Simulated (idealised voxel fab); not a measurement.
Process module under the name voxel wiring stack
The width of the displayed cross-section, cut, is 260 nm; its cells are square, with a size of 5 nm.
This document writes a cross-section as a grid whose cells are square, and gives it as bands, listed from the top down; one or more rows of cells form a band.
Heights first: top, then bottom, in nm. Then materials, left to right, each with a width in nm. "edge to edge" on a single material: fills the band edge to edge. "air": empty space.
Heights are reckoned from 0. Under this level, the received wafer is all of one material. The bottommost band is open-ended downward, for example "0 nm and below".
A two-number width, for instance "30 to 40", indicates that the width is equal to the first number in the top row of the band and to the second number in the bottom row, and that it changes by a constant amount per row of cells.
Key: "changes: none" - step with no changed cell in the cross-section.
Closed empty spaces (no open way to the top) of 8 cells or more are what "Sealed internal cavities" lists, each as width x height at distance from the left edge, nm for all three.
On each step's line, the part that comes after the settings is the simulator's own comment on the step.
Among the settings permitted on a step's line is "overlay nm"; applied to a step with a mask, it specifies the extent to which the mask lay to the right of its planned position, whereas a negative figure signifies a position to the left.

Steps in the process plan
1: RECEIVE [material Si]
2: CONFORMAL_DEP [material SiO2] [thk nm 10]
3: DIRECTIONAL_DEP [material TiN] [thk nm 5]
4: DIRECTIONAL_DEP [material W] [thk nm 25]
5: MASKED_ETCH [tone cover] [mask id METAL_1] [width nm 20] [pitch nm 50] [etch materials W] [depth nm 25] [overlay nm 0]
6: MASKED_ETCH [tone cover] [mask id METAL_1] [width nm 20] [pitch nm 50] [etch materials TiN] [depth nm 5] [overlay nm 0]
7: CONFORMAL_DEP [material SiN] [thk nm 5]
8: FILL_DEP [material lowk] [thk nm 10]
9: CMP [height nm 40]
10: CONFORMAL_DEP [material SiCN] [thk nm 5]
11: DIRECTIONAL_DEP [material lowk] [thk nm 15]
12: MASKED_ETCH [tone open] [mask id PLUG_1] [width nm 15] [pitch nm 100] [etch materials lowk] [depth nm 15] [overlay nm 0]
13: MASKED_ETCH [tone open] [mask id PLUG_1] [width nm 15] [pitch nm 100] [etch materials SiCN] [depth nm 5] [overlay nm 0]
14: CONFORMAL_DEP [material TiN] [thk nm 5]
15: FILL_DEP [material Cu] [thk nm 5]
16: CMP [height nm 60]
17: CONFORMAL_DEP [material SiCN] [thk nm 5]
18: DIRECTIONAL_DEP [material SiO2] [thk nm 25]
19: DIRECTIONAL_DEP [material aC] [thk nm 15]
20: PATTERN [tone open] [mask id METAL_2] [material resist] [width nm 20] [pitch nm 50] [thk nm 30] [overlay nm 0]
21: DIRECTIONAL_ETCH [etch materials aC] [depth nm 15]
22: STRIP [etch materials resist]
23: DIRECTIONAL_ETCH [etch materials SiO2] [depth nm 25]
24: DIRECTIONAL_ETCH [etch materials SiCN] [depth nm 5]
25: STRIP [etch materials aC]
26: CONFORMAL_DEP [material TiN] [thk nm 5]
27: FILL_DEP [material Ru] [thk nm 10]
28: CMP [height nm 90]
29: CONFORMAL_DEP [material SiCN] [thk nm 5]
30: DIRECTIONAL_DEP [material SiO2] [thk nm 20]
31: MASKED_ETCH [tone open] [mask id PLUG_2] [width nm 15] [pitch nm 50] [etch materials SiO2] [depth nm 20] [overlay nm 0]
32: MASKED_ETCH [tone open] [mask id PLUG_2] [width nm 15] [pitch nm 50] [etch materials SiCN] [depth nm 5] [overlay nm 0]
33: CONFORMAL_DEP [material TiN] [thk nm 5]
34: FILL_DEP [material W] [thk nm 5]
35: CMP [height nm 115]
36: CONFORMAL_DEP [material SiCN] [thk nm 5]
37: DIRECTIONAL_DEP [material SiO2] [thk nm 20]
38: PATTERN [tone open] [mask id METAL_3] [material resist] [width nm 20] [pitch nm 50] [thk nm 15] [overlay nm 0]
39: DIRECTIONAL_ETCH [etch materials SiO2] [depth nm 20]
40: DIRECTIONAL_ETCH [etch materials SiCN] [depth nm 5]
41: STRIP [etch materials resist]
42: CONFORMAL_DEP [material TiN] [thk nm 5]
43: FILL_DEP [material Ru] [thk nm 5]
44: CMP [height nm 140]
45: EPI [material Ru] [thk nm 5]
46: FILL_DEP [material SiCN] [thk nm 5]

The following pertains to the first of two wafers, which was processed as planned

Cross-section, incoming material, after step 1
	0 nm and below | Si edge to edge
	Sealed internal cavities: none

After step 2, in cross-section
	10 nm to 0 nm | SiO2 edge to edge
	Note: structure below 0 unchanged.

After step 3, in cross-section
	15 nm to 10 nm | TiN edge to edge
	Note: structure below 10 unchanged.

After step 4, in cross-section
	40 nm to 15 nm | W edge to edge
	Note: structure below 15 unchanged.

After step 5, in cross-section
	40 nm to 15 nm | air=70 | W=20 | air=30 | W=20 | air=30 | W=20 | air=70
	Note: structure below 15 unchanged.

After step 6, in cross-section
	40 nm to 15 nm | air=70 | W=20 | air=30 | W=20 | air=30 | W=20 | air=70
	15 nm to 10 nm | air=70 | TiN=20 | air=30 | TiN=20 | air=30 | TiN=20 | air=70
	Note: structure below 10 unchanged.

After step 7, in cross-section
	45 nm to 40 nm | air=65 | SiN=30 | air=20 | SiN=30 | air=20 | SiN=30 | air=65
	40 nm to 15 nm | air=65 | SiN=5 | W=20 | SiN=5 | air=20 | SiN=5 | W=20 | SiN=5 | air=20 | SiN=5 | W=20 | SiN=5 | air=65
	15 nm to 10 nm | SiN=70 | TiN=20 | SiN=30 | TiN=20 | SiN=30 | TiN=20 | SiN=70
	Note: structure below 10 unchanged.

After step 8, in cross-section
	55 nm to 45 nm | lowk edge to edge
	45 nm to 40 nm | lowk=65 | SiN=30 | lowk=20 | SiN=30 | lowk=20 | SiN=30 | lowk=65
	40 nm to 15 nm | lowk=65 | SiN=5 | W=20 | SiN=5 | lowk=20 | SiN=5 | W=20 | SiN=5 | lowk=20 | SiN=5 | W=20 | SiN=5 | lowk=65
	Note: structure below 15 unchanged.

After step 9, in cross-section
	40 nm to 15 nm | lowk=65 | SiN=5 | W=20 | SiN=5 | lowk=20 | SiN=5 | W=20 | SiN=5 | lowk=20 | SiN=5 | W=20 | SiN=5 | lowk=65
	Note: structure below 15 unchanged.

After step 10, in cross-section
	45 nm to 40 nm | SiCN edge to edge
	Note: structure below 40 unchanged.

After step 11, in cross-section
	60 nm to 45 nm | lowk edge to edge
	Note: structure below 45 unchanged.

After step 12, in cross-section
	60 nm to 45 nm | lowk=70 | air=15 | lowk=85 | air=15 | lowk=75
	Note: structure below 45 unchanged.

After step 13, in cross-section
	60 nm to 45 nm | lowk=70 | air=15 | lowk=85 | air=15 | lowk=75
	45 nm to 40 nm | SiCN=70 | air=15 | SiCN=85 | air=15 | SiCN=75
	Note: structure below 40 unchanged.

After step 14, in cross-section
	65 nm to 60 nm | TiN=75 | air=5 | TiN=95 | air=5 | TiN=80
	60 nm to 45 nm | lowk=70 | TiN=5 | air=5 | TiN=5 | lowk=85 | TiN=5 | air=5 | TiN=5 | lowk=75
	45 nm to 40 nm | SiCN=70 | TiN=15 | SiCN=85 | TiN=15 | SiCN=75
	Note: structure below 40 unchanged.

After step 15, in cross-section
	70 nm to 65 nm | Cu edge to edge
	65 nm to 60 nm | TiN=75 | Cu=5 | TiN=95 | Cu=5 | TiN=80
	60 nm to 45 nm | lowk=70 | TiN=5 | Cu=5 | TiN=5 | lowk=85 | TiN=5 | Cu=5 | TiN=5 | lowk=75
	Note: structure below 45 unchanged.

After step 16, in cross-section
	60 nm to 45 nm | lowk=70 | TiN=5 | Cu=5 | TiN=5 | lowk=85 | TiN=5 | Cu=5 | TiN=5 | lowk=75
	Note: structure below 45 unchanged.

After step 17, in cross-section
	65 nm to 60 nm | SiCN edge to edge
	Note: structure below 60 unchanged.

After step 18, in cross-section
	90 nm to 65 nm | SiO2 edge to edge
	Note: structure below 65 unchanged.

After step 19, in cross-section
	105 nm to 90 nm | aC edge to edge
	Note: structure below 90 unchanged.

After step 20, in cross-section
	135 nm to 105 nm | resist=70 | air=20 | resist=30 | air=20 | resist=30 | air=20 | resist=70
	Note: structure below 105 unchanged.

After step 21, in cross-section
	120 nm to 105 nm | resist=70 | air=20 | resist=30 | air=20 | resist=30 | air=20 | resist=70
	105 nm to 90 nm | aC=70 | air=20 | aC=30 | air=20 | aC=30 | air=20 | aC=70
	Note: structure below 90 unchanged.

After step 22, in cross-section
	105 nm to 90 nm | aC=70 | air=20 | aC=30 | air=20 | aC=30 | air=20 | aC=70
	Note: structure below 90 unchanged.

After step 23, in cross-section
	105 nm to 90 nm | aC=70 | air=20 | aC=30 | air=20 | aC=30 | air=20 | aC=70
	90 nm to 65 nm | SiO2=70 | air=20 | SiO2=30 | air=20 | SiO2=30 | air=20 | SiO2=70
	Note: structure below 65 unchanged.

After step 24, in cross-section
	105 nm to 90 nm | aC=70 | air=20 | aC=30 | air=20 | aC=30 | air=20 | aC=70
	90 nm to 65 nm | SiO2=70 | air=20 | SiO2=30 | air=20 | SiO2=30 | air=20 | SiO2=70
	65 nm to 60 nm | SiCN=70 | air=20 | SiCN=30 | air=20 | SiCN=30 | air=20 | SiCN=70
	Note: structure below 60 unchanged.

After step 25, in cross-section
	90 nm to 65 nm | SiO2=70 | air=20 | SiO2=30 | air=20 | SiO2=30 | air=20 | SiO2=70
	Note: structure below 65 unchanged.

After step 26, in cross-section
	95 nm to 90 nm | TiN=75 | air=10 | TiN=40 | air=10 | TiN=40 | air=10 | TiN=75
	90 nm to 65 nm | SiO2=70 | TiN=5 | air=10 | TiN=5 | SiO2=30 | TiN=5 | air=10 | TiN=5 | SiO2=30 | TiN=5 | air=10 | TiN=5 | SiO2=70
	65 nm to 60 nm | SiCN=70 | TiN=20 | SiCN=30 | TiN=20 | SiCN=30 | TiN=20 | SiCN=70
	Note: structure below 60 unchanged.

After step 27, in cross-section
	105 nm to 95 nm | Ru edge to edge
	95 nm to 90 nm | TiN=75 | Ru=10 | TiN=40 | Ru=10 | TiN=40 | Ru=10 | TiN=75
	90 nm to 65 nm | SiO2=70 | TiN=5 | Ru=10 | TiN=5 | SiO2=30 | TiN=5 | Ru=10 | TiN=5 | SiO2=30 | TiN=5 | Ru=10 | TiN=5 | SiO2=70
	Note: structure below 65 unchanged.

After step 28, in cross-section
	90 nm to 65 nm | SiO2=70 | TiN=5 | Ru=10 | TiN=5 | SiO2=30 | TiN=5 | Ru=10 | TiN=5 | SiO2=30 | TiN=5 | Ru=10 | TiN=5 | SiO2=70
	Note: structure below 65 unchanged.

After step 29, in cross-section
	95 nm to 90 nm | SiCN edge to edge
	Note: structure below 90 unchanged.

After step 30, in cross-section
	115 nm to 95 nm | SiO2 edge to edge
	Note: structure below 95 unchanged.

After step 31, in cross-section
	115 nm to 95 nm | SiO2=70 | air=15 | SiO2=35 | air=15 | SiO2=35 | air=15 | SiO2=75
	Note: structure below 95 unchanged.

After step 32, in cross-section
	115 nm to 95 nm | SiO2=70 | air=15 | SiO2=35 | air=15 | SiO2=35 | air=15 | SiO2=75
	95 nm to 90 nm | SiCN=70 | air=15 | SiCN=35 | air=15 | SiCN=35 | air=15 | SiCN=75
	Note: structure below 90 unchanged.

After step 33, in cross-section
	120 nm to 115 nm | TiN=75 | air=5 | TiN=45 | air=5 | TiN=45 | air=5 | TiN=80
	115 nm to 95 nm | SiO2=70 | TiN=5 | air=5 | TiN=5 | SiO2=35 | TiN=5 | air=5 | TiN=5 | SiO2=35 | TiN=5 | air=5 | TiN=5 | SiO2=75
	95 nm to 90 nm | SiCN=70 | TiN=15 | SiCN=35 | TiN=15 | SiCN=35 | TiN=15 | SiCN=75
	Note: structure below 90 unchanged.

After step 34, in cross-section
	125 nm to 120 nm | W edge to edge
	120 nm to 115 nm | TiN=75 | W=5 | TiN=45 | W=5 | TiN=45 | W=5 | TiN=80
	115 nm to 95 nm | SiO2=70 | TiN=5 | W=5 | TiN=5 | SiO2=35 | TiN=5 | W=5 | TiN=5 | SiO2=35 | TiN=5 | W=5 | TiN=5 | SiO2=75
	Note: structure below 95 unchanged.

After step 35, in cross-section
	115 nm to 95 nm | SiO2=70 | TiN=5 | W=5 | TiN=5 | SiO2=35 | TiN=5 | W=5 | TiN=5 | SiO2=35 | TiN=5 | W=5 | TiN=5 | SiO2=75
	Note: structure below 95 unchanged.

After step 36, in cross-section
	120 nm to 115 nm | SiCN edge to edge
	Note: structure below 115 unchanged.

After step 37, in cross-section
	140 nm to 120 nm | SiO2 edge to edge
	Note: structure below 120 unchanged.

After step 38, in cross-section
	155 nm to 140 nm | resist=70 | air=20 | resist=30 | air=20 | resist=30 | air=20 | resist=70
	Note: structure below 140 unchanged.

After step 39, in cross-section
	155 nm to 140 nm | resist=70 | air=20 | resist=30 | air=20 | resist=30 | air=20 | resist=70
	140 nm to 120 nm | SiO2=70 | air=20 | SiO2=30 | air=20 | SiO2=30 | air=20 | SiO2=70
	Note: structure below 120 unchanged.

After step 40, in cross-section
	155 nm to 140 nm | resist=70 | air=20 | resist=30 | air=20 | resist=30 | air=20 | resist=70
	140 nm to 120 nm | SiO2=70 | air=20 | SiO2=30 | air=20 | SiO2=30 | air=20 | SiO2=70
	120 nm to 115 nm | SiCN=70 | air=20 | SiCN=30 | air=20 | SiCN=30 | air=20 | SiCN=70
	Note: structure below 115 unchanged.

After step 41, in cross-section
	140 nm to 120 nm | SiO2=70 | air=20 | SiO2=30 | air=20 | SiO2=30 | air=20 | SiO2=70
	Note: structure below 120 unchanged.

After step 42, in cross-section
	145 nm to 140 nm | TiN=75 | air=10 | TiN=40 | air=10 | TiN=40 | air=10 | TiN=75
	140 nm to 120 nm | SiO2=70 | TiN=5 | air=10 | TiN=5 | SiO2=30 | TiN=5 | air=10 | TiN=5 | SiO2=30 | TiN=5 | air=10 | TiN=5 | SiO2=70
	120 nm to 115 nm | SiCN=70 | TiN=20 | SiCN=30 | TiN=20 | SiCN=30 | TiN=20 | SiCN=70
	Note: structure below 115 unchanged.

After step 43, in cross-section
	150 nm to 145 nm | Ru edge to edge
	145 nm to 140 nm | TiN=75 | Ru=10 | TiN=40 | Ru=10 | TiN=40 | Ru=10 | TiN=75
	140 nm to 120 nm | SiO2=70 | TiN=5 | Ru=10 | TiN=5 | SiO2=30 | TiN=5 | Ru=10 | TiN=5 | SiO2=30 | TiN=5 | Ru=10 | TiN=5 | SiO2=70
	Note: structure below 120 unchanged.

After step 44, in cross-section
	140 nm to 120 nm | SiO2=70 | TiN=5 | Ru=10 | TiN=5 | SiO2=30 | TiN=5 | Ru=10 | TiN=5 | SiO2=30 | TiN=5 | Ru=10 | TiN=5 | SiO2=70
	Note: structure below 120 unchanged.

After step 45, in cross-section
	145 nm to 140 nm | air=65 | Ru=30 | air=20 | Ru=30 | air=20 | Ru=30 | air=65
	Note: structure below 140 unchanged.

After step 46, in cross-section
	150 nm to 145 nm | SiCN edge to edge
	145 nm to 140 nm | SiCN=65 | Ru=30 | SiCN=20 | Ru=30 | SiCN=20 | Ru=30 | SiCN=65
	Note: structure below 140 unchanged.

Wafer two: like wafer one in start and plan, but with one mistake in execution; identical up to and including step 1

Second wafer, sectioned view, at step 2's planned end time: changes: none

Second wafer, sectioned view, at step 3's planned end time
	5 nm to 0 nm | TiN edge to edge
	Note: structure below 0 unchanged.

Second wafer, sectioned view, at step 4's planned end time
	30 nm to 5 nm | W edge to edge
	Note: structure below 5 unchanged.

Second wafer, sectioned view, at step 5's planned end time
	30 nm to 5 nm | air=70 | W=20 | air=30 | W=20 | air=30 | W=20 | air=70
	Note: structure below 5 unchanged.

Second wafer, sectioned view, at step 6's planned end time
	30 nm to 5 nm | air=70 | W=20 | air=30 | W=20 | air=30 | W=20 | air=70
	5 nm to 0 nm | air=70 | TiN=20 | air=30 | TiN=20 | air=30 | TiN=20 | air=70
	Note: structure below 0 unchanged.

Second wafer, sectioned view, at step 7's planned end time
	35 nm to 30 nm | air=65 | SiN=30 | air=20 | SiN=30 | air=20 | SiN=30 | air=65
	30 nm to 5 nm | air=65 | SiN=5 | W=20 | SiN=5 | air=20 | SiN=5 | W=20 | SiN=5 | air=20 | SiN=5 | W=20 | SiN=5 | air=65
	5 nm to 0 nm | SiN=70 | TiN=20 | SiN=30 | TiN=20 | SiN=30 | TiN=20 | SiN=70
	Note: structure below 0 unchanged.

Second wafer, sectioned view, at step 8's planned end time
	45 nm to 35 nm | lowk edge to edge
	35 nm to 30 nm | lowk=65 | SiN=30 | lowk=20 | SiN=30 | lowk=20 | SiN=30 | lowk=65
	30 nm to 5 nm | lowk=65 | SiN=5 | W=20 | SiN=5 | lowk=20 | SiN=5 | W=20 | SiN=5 | lowk=20 | SiN=5 | W=20 | SiN=5 | lowk=65
	Note: structure below 5 unchanged.

Second wafer, sectioned view, at step 9's planned end time
	40 nm to 35 nm | lowk edge to edge
	Note: structure below 35 unchanged.

Second wafer, sectioned view, at step 10's planned end time
	45 nm to 40 nm | SiCN edge to edge
	Note: structure below 40 unchanged.

Second wafer, sectioned view, at step 11's planned end time
	60 nm to 45 nm | lowk edge to edge
	Note: structure below 45 unchanged.

Second wafer, sectioned view, at step 12's planned end time
	60 nm to 45 nm | lowk=70 | air=15 | lowk=85 | air=15 | lowk=75
	Note: structure below 45 unchanged.

Second wafer, sectioned view, at step 13's planned end time
	60 nm to 45 nm | lowk=70 | air=15 | lowk=85 | air=15 | lowk=75
	45 nm to 40 nm | SiCN=70 | air=15 | SiCN=85 | air=15 | SiCN=75
	Note: structure below 40 unchanged.

Second wafer, sectioned view, at step 14's planned end time
	65 nm to 60 nm | TiN=75 | air=5 | TiN=95 | air=5 | TiN=80
	60 nm to 45 nm | lowk=70 | TiN=5 | air=5 | TiN=5 | lowk=85 | TiN=5 | air=5 | TiN=5 | lowk=75
	45 nm to 40 nm | SiCN=70 | TiN=15 | SiCN=85 | TiN=15 | SiCN=75
	Note: structure below 40 unchanged.

Second wafer, sectioned view, at step 15's planned end time
	70 nm to 65 nm | Cu edge to edge
	65 nm to 60 nm | TiN=75 | Cu=5 | TiN=95 | Cu=5 | TiN=80
	60 nm to 45 nm | lowk=70 | TiN=5 | Cu=5 | TiN=5 | lowk=85 | TiN=5 | Cu=5 | TiN=5 | lowk=75
	Note: structure below 45 unchanged.

Second wafer, sectioned view, at step 16's planned end time
	60 nm to 45 nm | lowk=70 | TiN=5 | Cu=5 | TiN=5 | lowk=85 | TiN=5 | Cu=5 | TiN=5 | lowk=75
	Note: structure below 45 unchanged.

Second wafer, sectioned view, at step 17's planned end time
	65 nm to 60 nm | SiCN edge to edge
	Note: structure below 60 unchanged.

Second wafer, sectioned view, at step 18's planned end time
	90 nm to 65 nm | SiO2 edge to edge
	Note: structure below 65 unchanged.

Second wafer, sectioned view, at step 19's planned end time
	105 nm to 90 nm | aC edge to edge
	Note: structure below 90 unchanged.

Second wafer, sectioned view, at step 20's planned end time
	135 nm to 105 nm | resist=70 | air=20 | resist=30 | air=20 | resist=30 | air=20 | resist=70
	Note: structure below 105 unchanged.

Second wafer, sectioned view, at step 21's planned end time
	120 nm to 105 nm | resist=70 | air=20 | resist=30 | air=20 | resist=30 | air=20 | resist=70
	105 nm to 90 nm | aC=70 | air=20 | aC=30 | air=20 | aC=30 | air=20 | aC=70
	Note: structure below 90 unchanged.

Second wafer, sectioned view, at step 22's planned end time
	105 nm to 90 nm | aC=70 | air=20 | aC=30 | air=20 | aC=30 | air=20 | aC=70
	Note: structure below 90 unchanged.

Second wafer, sectioned view, at step 23's planned end time
	105 nm to 90 nm | aC=70 | air=20 | aC=30 | air=20 | aC=30 | air=20 | aC=70
	90 nm to 65 nm | SiO2=70 | air=20 | SiO2=30 | air=20 | SiO2=30 | air=20 | SiO2=70
	Note: structure below 65 unchanged.

Second wafer, sectioned view, at step 24's planned end time
	105 nm to 90 nm | aC=70 | air=20 | aC=30 | air=20 | aC=30 | air=20 | aC=70
	90 nm to 65 nm | SiO2=70 | air=20 | SiO2=30 | air=20 | SiO2=30 | air=20 | SiO2=70
	65 nm to 60 nm | SiCN=70 | air=20 | SiCN=30 | air=20 | SiCN=30 | air=20 | SiCN=70
	Note: structure below 60 unchanged.

Second wafer, sectioned view, at step 25's planned end time
	90 nm to 65 nm | SiO2=70 | air=20 | SiO2=30 | air=20 | SiO2=30 | air=20 | SiO2=70
	Note: structure below 65 unchanged.

Second wafer, sectioned view, at step 26's planned end time
	95 nm to 90 nm | TiN=75 | air=10 | TiN=40 | air=10 | TiN=40 | air=10 | TiN=75
	90 nm to 65 nm | SiO2=70 | TiN=5 | air=10 | TiN=5 | SiO2=30 | TiN=5 | air=10 | TiN=5 | SiO2=30 | TiN=5 | air=10 | TiN=5 | SiO2=70
	65 nm to 60 nm | SiCN=70 | TiN=20 | SiCN=30 | TiN=20 | SiCN=30 | TiN=20 | SiCN=70
	Note: structure below 60 unchanged.

Second wafer, sectioned view, at step 27's planned end time
	105 nm to 95 nm | Ru edge to edge
	95 nm to 90 nm | TiN=75 | Ru=10 | TiN=40 | Ru=10 | TiN=40 | Ru=10 | TiN=75
	90 nm to 65 nm | SiO2=70 | TiN=5 | Ru=10 | TiN=5 | SiO2=30 | TiN=5 | Ru=10 | TiN=5 | SiO2=30 | TiN=5 | Ru=10 | TiN=5 | SiO2=70
	Note: structure below 65 unchanged.

Second wafer, sectioned view, at step 28's planned end time
	90 nm to 65 nm | SiO2=70 | TiN=5 | Ru=10 | TiN=5 | SiO2=30 | TiN=5 | Ru=10 | TiN=5 | SiO2=30 | TiN=5 | Ru=10 | TiN=5 | SiO2=70
	Note: structure below 65 unchanged.

Second wafer, sectioned view, at step 29's planned end time
	95 nm to 90 nm | SiCN edge to edge
	Note: structure below 90 unchanged.

Second wafer, sectioned view, at step 30's planned end time
	115 nm to 95 nm | SiO2 edge to edge
	Note: structure below 95 unchanged.

Second wafer, sectioned view, at step 31's planned end time
	115 nm to 95 nm | SiO2=70 | air=15 | SiO2=35 | air=15 | SiO2=35 | air=15 | SiO2=75
	Note: structure below 95 unchanged.

Second wafer, sectioned view, at step 32's planned end time
	115 nm to 95 nm | SiO2=70 | air=15 | SiO2=35 | air=15 | SiO2=35 | air=15 | SiO2=75
	95 nm to 90 nm | SiCN=70 | air=15 | SiCN=35 | air=15 | SiCN=35 | air=15 | SiCN=75
	Note: structure below 90 unchanged.

Second wafer, sectioned view, at step 33's planned end time
	120 nm to 115 nm | TiN=75 | air=5 | TiN=45 | air=5 | TiN=45 | air=5 | TiN=80
	115 nm to 95 nm | SiO2=70 | TiN=5 | air=5 | TiN=5 | SiO2=35 | TiN=5 | air=5 | TiN=5 | SiO2=35 | TiN=5 | air=5 | TiN=5 | SiO2=75
	95 nm to 90 nm | SiCN=70 | TiN=15 | SiCN=35 | TiN=15 | SiCN=35 | TiN=15 | SiCN=75
	Note: structure below 90 unchanged.

Second wafer, sectioned view, at step 34's planned end time
	125 nm to 120 nm | W edge to edge
	120 nm to 115 nm | TiN=75 | W=5 | TiN=45 | W=5 | TiN=45 | W=5 | TiN=80
	115 nm to 95 nm | SiO2=70 | TiN=5 | W=5 | TiN=5 | SiO2=35 | TiN=5 | W=5 | TiN=5 | SiO2=35 | TiN=5 | W=5 | TiN=5 | SiO2=75
	Note: structure below 95 unchanged.

Second wafer, sectioned view, at step 35's planned end time
	115 nm to 95 nm | SiO2=70 | TiN=5 | W=5 | TiN=5 | SiO2=35 | TiN=5 | W=5 | TiN=5 | SiO2=35 | TiN=5 | W=5 | TiN=5 | SiO2=75
	Note: structure below 95 unchanged.

Second wafer, sectioned view, at step 36's planned end time
	120 nm to 115 nm | SiCN edge to edge
	Note: structure below 115 unchanged.

Second wafer, sectioned view, at step 37's planned end time
	140 nm to 120 nm | SiO2 edge to edge
	Note: structure below 120 unchanged.

Second wafer, sectioned view, at step 38's planned end time
	155 nm to 140 nm | resist=70 | air=20 | resist=30 | air=20 | resist=30 | air=20 | resist=70
	Note: structure below 140 unchanged.

Second wafer, sectioned view, at step 39's planned end time
	155 nm to 140 nm | resist=70 | air=20 | resist=30 | air=20 | resist=30 | air=20 | resist=70
	140 nm to 120 nm | SiO2=70 | air=20 | SiO2=30 | air=20 | SiO2=30 | air=20 | SiO2=70
	Note: structure below 120 unchanged.

Second wafer, sectioned view, at step 40's planned end time
	155 nm to 140 nm | resist=70 | air=20 | resist=30 | air=20 | resist=30 | air=20 | resist=70
	140 nm to 120 nm | SiO2=70 | air=20 | SiO2=30 | air=20 | SiO2=30 | air=20 | SiO2=70
	120 nm to 115 nm | SiCN=70 | air=20 | SiCN=30 | air=20 | SiCN=30 | air=20 | SiCN=70
	Note: structure below 115 unchanged.

Second wafer, sectioned view, at step 41's planned end time
	140 nm to 120 nm | SiO2=70 | air=20 | SiO2=30 | air=20 | SiO2=30 | air=20 | SiO2=70
	Note: structure below 120 unchanged.

Second wafer, sectioned view, at step 42's planned end time
	145 nm to 140 nm | TiN=75 | air=10 | TiN=40 | air=10 | TiN=40 | air=10 | TiN=75
	140 nm to 120 nm | SiO2=70 | TiN=5 | air=10 | TiN=5 | SiO2=30 | TiN=5 | air=10 | TiN=5 | SiO2=30 | TiN=5 | air=10 | TiN=5 | SiO2=70
	120 nm to 115 nm | SiCN=70 | TiN=20 | SiCN=30 | TiN=20 | SiCN=30 | TiN=20 | SiCN=70
	Note: structure below 115 unchanged.

Second wafer, sectioned view, at step 43's planned end time
	150 nm to 145 nm | Ru edge to edge
	145 nm to 140 nm | TiN=75 | Ru=10 | TiN=40 | Ru=10 | TiN=40 | Ru=10 | TiN=75
	140 nm to 120 nm | SiO2=70 | TiN=5 | Ru=10 | TiN=5 | SiO2=30 | TiN=5 | Ru=10 | TiN=5 | SiO2=30 | TiN=5 | Ru=10 | TiN=5 | SiO2=70
	Note: structure below 120 unchanged.

Second wafer, sectioned view, at step 44's planned end time
	140 nm to 120 nm | SiO2=70 | TiN=5 | Ru=10 | TiN=5 | SiO2=30 | TiN=5 | Ru=10 | TiN=5 | SiO2=30 | TiN=5 | Ru=10 | TiN=5 | SiO2=70
	Note: structure below 120 unchanged.

Second wafer, sectioned view, at step 45's planned end time
	145 nm to 140 nm | air=65 | Ru=30 | air=20 | Ru=30 | air=20 | Ru=30 | air=65
	Note: structure below 140 unchanged.

Second wafer, sectioned view, at step 46's planned end time
	150 nm to 145 nm | SiCN edge to edge
	145 nm to 140 nm | SiCN=65 | Ru=30 | SiCN=20 | Ru=30 | SiCN=20 | Ru=30 | SiCN=65
	Note: structure below 140 unchanged.
It is concluded that the wafer was processed incorrectly with respect to the plan, in that the plan's step 2 was left out and never carried out
Final difference in cells, second wafer against first, listed per material as more or fewer: SiN: 18 more | SiO2: 104 fewer | lowk: 86 more
